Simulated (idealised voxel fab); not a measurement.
process module | voxel released beams
cross-section cut | 290 nm wide | cells 5 nm
A cross-section is a grid of square cells, given in bands from the top down. A band is one or more rows of cells.
Each band's line starts with the height of the band's top and of its bottom, in nm. Then come its materials from left to right, each with its width in nm. One material with "throughout" fills the band from edge to edge. "air" is empty space.
Height 0 is the level under which the wafer as received is all one material. The lowest band goes on downwards, as in "0 down".
A width such as "30 to 40" changes by the same amount from each row of cells to the next, from the band's top row to its bottom row.
"no change" after a step means that no cell of the cross-section changed.
closed voids: empty space of 8 cells or more with no open way to the top, each as width x height at its distance from the left edge, in nm
after a step's settings: what the simulator itself notes on the step
overlay nm, on a step with a mask: how far to the right of its planned place the mask lay; to the left if negative
plan
1 op RECEIVE | material Si
2 op CONFORMAL_DEP | material SiN | thk nm 10
3 op DIRECTIONAL_DEP | material SiO2 | thk nm 20
4 op MASKED_ETCH | tone open | mask id ANCHOR | width nm 35 | etch materials SiO2 | depth nm 20 | overlay nm 0
5 op CONFORMAL_DEP | material polySi | thk nm 10
6 op MASKED_ETCH | tone cover | mask id BEAM | width nm 90 | etch materials polySi | depth nm 10 | overlay nm 0
7 op STRIP | etch materials SiO2
first wafer, as planned
as received, after step 1
  0 down: Si throughout
  closed voids: none
after step 2
  10 to 0: SiN throughout
  below 0: unchanged
after step 3
  30 to 10: SiO2 throughout
  below 10: unchanged
after step 4
  30 to 10: SiO2 100 | air 35 | SiO2 155
  below 10: unchanged
after step 5
  40 to 30: polySi 110 | air 15 | polySi 165
  30 to 20: SiO2 100 | polySi 10 | air 15 | polySi 10 | SiO2 155
  20 to 10: SiO2 100 | polySi 35 | SiO2 155
  below 10: unchanged
after step 6
  40 to 30: air 95 | polySi 15 | air 15 | polySi 60 | air 105
  below 30: unchanged
after step 7
  40 to 30: air 95 | polySi 15 | air 15 | polySi 60 | air 105
  30 to 20: air 100 | polySi 10 | air 15 | polySi 10 | air 155
  20 to 10: air 100 | polySi 35 | air 155
  below 10: unchanged
second wafer: like start, like plan, one mistake. Through step 5 it matches the first wafer
when step 6 should have ended
  40 to 30: polySi 95 | air 90 | polySi 105
  30 to 10: SiO2 100 | polySi 10 | air 15 | polySi 10 | SiO2 155
  below 10: unchanged
when step 7 should have ended
  30 to 10: air 100 | polySi 10 | air 15 | polySi 10 | air 155
  below 10: unchanged
what went wrong: step 6 ran as: op MASKED_ETCH | tone open | mask id BEAM | width nm 90 | etch materials polySi | depth nm 10 | overlay nm 0
at the end the second wafer has, in cells: 36 fewer of polySi
